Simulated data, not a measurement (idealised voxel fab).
process module | voxel quadruple lines
cross-section cut | 140 nm wide | cells 5 nm
A cross-section is a grid of square cells, given in bands from the top down. A band is one or more rows of cells.
Each band's line starts with the height of the band's top and of its bottom, in nm. Then come its materials from left to right, each with its width in nm. One material with "throughout" fills the band from edge to edge. "air" is empty space.
Height 0 is the level under which the wafer as received is all one material. The lowest band goes on downwards, as in "0 down".
A width such as "30 to 40" changes by the same amount from each row of cells to the next, from the band's top row to its bottom row.
"no change" after a step means that no cell of the cross-section changed.
closed voids: empty space of 8 cells or more with no open way to the top, each as width x height at its distance from the left edge, in nm
after a step's settings: what the simulator itself notes on the step
overlay nm, on a step with a mask: how far to the right of its planned place the mask lay; to the left if negative
plan
1 op RECEIVE | material Si
2 op CONFORMAL_DEP | material SiO2 | thk nm 10
3 op DIRECTIONAL_DEP | material Ru | thk nm 10
4 op DIRECTIONAL_DEP | material polySi | thk nm 20
5 op DIRECTIONAL_DEP | material aC | thk nm 20
6 op PATTERN | tone cover | mask id MANDREL | material resist | width nm 35 | thk nm 25 | overlay nm 0
7 op DIRECTIONAL_ETCH | etch materials aC | depth nm 20
8 op STRIP | etch materials resist
9 op CONFORMAL_DEP | material SiO2 | thk nm 15
10 op DIRECTIONAL_ETCH | etch materials SiO2 | depth nm 15
11 op STRIP | etch materials aC
12 op DIRECTIONAL_ETCH | etch materials polySi | depth nm 20
13 op STRIP | etch materials SiO2
14 op CONFORMAL_DEP | material SiN | thk nm 10
15 op DIRECTIONAL_ETCH | etch materials SiN | depth nm 10
16 op STRIP | etch materials polySi
17 op DIRECTIONAL_ETCH | etch materials Ru | depth nm 10
18 op STRIP | etch materials SiN
first wafer, as planned
as received, after step 1
  0 down: Si throughout
  closed voids: none
after step 2
  10 to 0: SiO2 throughout
  below 0: unchanged
after step 3
  20 to 10: Ru throughout
  below 10: unchanged
after step 4
  40 to 20: polySi throughout
  below 20: unchanged
after step 5
  60 to 40: aC throughout
  below 40: unchanged
after step 6
  85 to 60: air 50 | resist 35 | air 55
  below 60: unchanged
after step 7
  65 to 60: air 50 | resist 35 | air 55
  60 to 40: air 50 | aC 35 | air 55
  below 40: unchanged
after step 8
  60 to 40: air 50 | aC 35 | air 55
  below 40: unchanged
after step 9
  75 to 60: air 35 | SiO2 65 | air 40
  60 to 55: air 35 | SiO2 15 | aC 35 | SiO2 15 | air 40
  55 to 40: SiO2 50 | aC 35 | SiO2 55
  below 40: unchanged
after step 10
  60 to 40: air 35 | SiO2 15 | aC 35 | SiO2 15 | air 40
  below 40: unchanged
after step 11
  60 to 40: air 35 | SiO2 15 | air 35 | SiO2 15 | air 40
  below 40: unchanged
after step 12
  60 to 40: air 35 | SiO2 15 | air 35 | SiO2 15 | air 40
  40 to 20: air 35 | polySi 15 | air 35 | polySi 15 | air 40
  below 20: unchanged
after step 13
  40 to 20: air 35 | polySi 15 | air 35 | polySi 15 | air 40
  below 20: unchanged
after step 14
  50 to 40: air 25 | SiN 35 | air 15 | SiN 35 | air 30
  40 to 30: air 25 | SiN 10 | polySi 15 | SiN 10 | air 15 | SiN 10 | polySi 15 | SiN 10 | air 30
  30 to 20: SiN 35 | polySi 15 | SiN 35 | polySi 15 | SiN 40
  below 20: unchanged
after step 15
  40 to 20: air 25 | SiN 10 | polySi 15 | SiN 10 | air 15 | SiN 10 | polySi 15 | SiN 10 | air 30
  below 20: unchanged
after step 16
  40 to 20: air 25 | SiN 10 | air 15 | SiN 10 | air 15 | SiN 10 | air 15 | SiN 10 | air 30
  below 20: unchanged
after step 17
  40 to 20: air 25 | SiN 10 | air 15 | SiN 10 | air 15 | SiN 10 | air 15 | SiN 10 | air 30
  20 to 10: air 25 | Ru 10 | air 15 | Ru 10 | air 15 | Ru 10 | air 15 | Ru 10 | air 30
  below 10: unchanged
after step 18
  20 to 10: air 25 | Ru 10 | air 15 | Ru 10 | air 15 | Ru 10 | air 15 | Ru 10 | air 30
  below 10: unchanged
second wafer: like start, like plan, one mistake. Through step 5 it matches the first wafer
when step 6 should have ended
  85 to 60: air 50 | resist 40 | air 50
  below 60: unchanged
when step 7 should have ended
  65 to 60: air 50 | resist 40 | air 50
  60 to 40: air 50 | aC 40 | air 50
  below 40: unchanged
when step 8 should have ended
  60 to 40: air 50 | aC 40 | air 50
  below 40: unchanged
when step 9 should have ended
  75 to 60: air 35 | SiO2 70 | air 35
  60 to 55: air 35 | SiO2 15 | aC 40 | SiO2 15 | air 35
  55 to 40: SiO2 50 | aC 40 | SiO2 50
  below 40: unchanged
when step 10 should have ended
  60 to 40: air 35 | SiO2 15 | aC 40 | SiO2 15 | air 35
  below 40: unchanged
when step 11 should have ended
  60 to 40: air 35 | SiO2 15 | air 40 | SiO2 15 | air 35
  below 40: unchanged
when step 12 should have ended
  60 to 40: air 35 | SiO2 15 | air 40 | SiO2 15 | air 35
  40 to 20: air 35 | polySi 15 | air 40 | polySi 15 | air 35
  below 20: unchanged
when step 13 should have ended
  40 to 20: air 35 | polySi 15 | air 40 | polySi 15 | air 35
  below 20: unchanged
when step 14 should have ended
  50 to 40: air 25 | SiN 35 | air 20 | SiN 35 | air 25
  40 to 30: air 25 | SiN 10 | polySi 15 | SiN 10 | air 20 | SiN 10 | polySi 15 | SiN 10 | air 25
  30 to 20: SiN 35 | polySi 15 | SiN 40 | polySi 15 | SiN 35
  below 20: unchanged
when step 15 should have ended
  40 to 20: air 25 | SiN 10 | polySi 15 | SiN 10 | air 20 | SiN 10 | polySi 15 | SiN 10 | air 25
  below 20: unchanged
when step 16 should have ended
  40 to 20: air 25 | SiN 10 | air 15 | SiN 10 | air 20 | SiN 10 | air 15 | SiN 10 | air 25
  below 20: unchanged
when step 17 should have ended
  40 to 20: air 25 | SiN 10 | air 15 | SiN 10 | air 20 | SiN 10 | air 15 | SiN 10 | air 25
  20 to 10: air 25 | Ru 10 | air 15 | Ru 10 | air 20 | Ru 10 | air 15 | Ru 10 | air 25
  below 10: unchanged
when step 18 should have ended
  20 to 10: air 25 | Ru 10 | air 15 | Ru 10 | air 20 | Ru 10 | air 15 | Ru 10 | air 25
  below 10: unchanged
what went wrong: step 6 ran as: op PATTERN | tone cover | mask id MANDREL | material resist | width nm 40 | thk nm 25 | overlay nm 0
at the end the second wafer has, in cells: as many of each material as the first, in other places
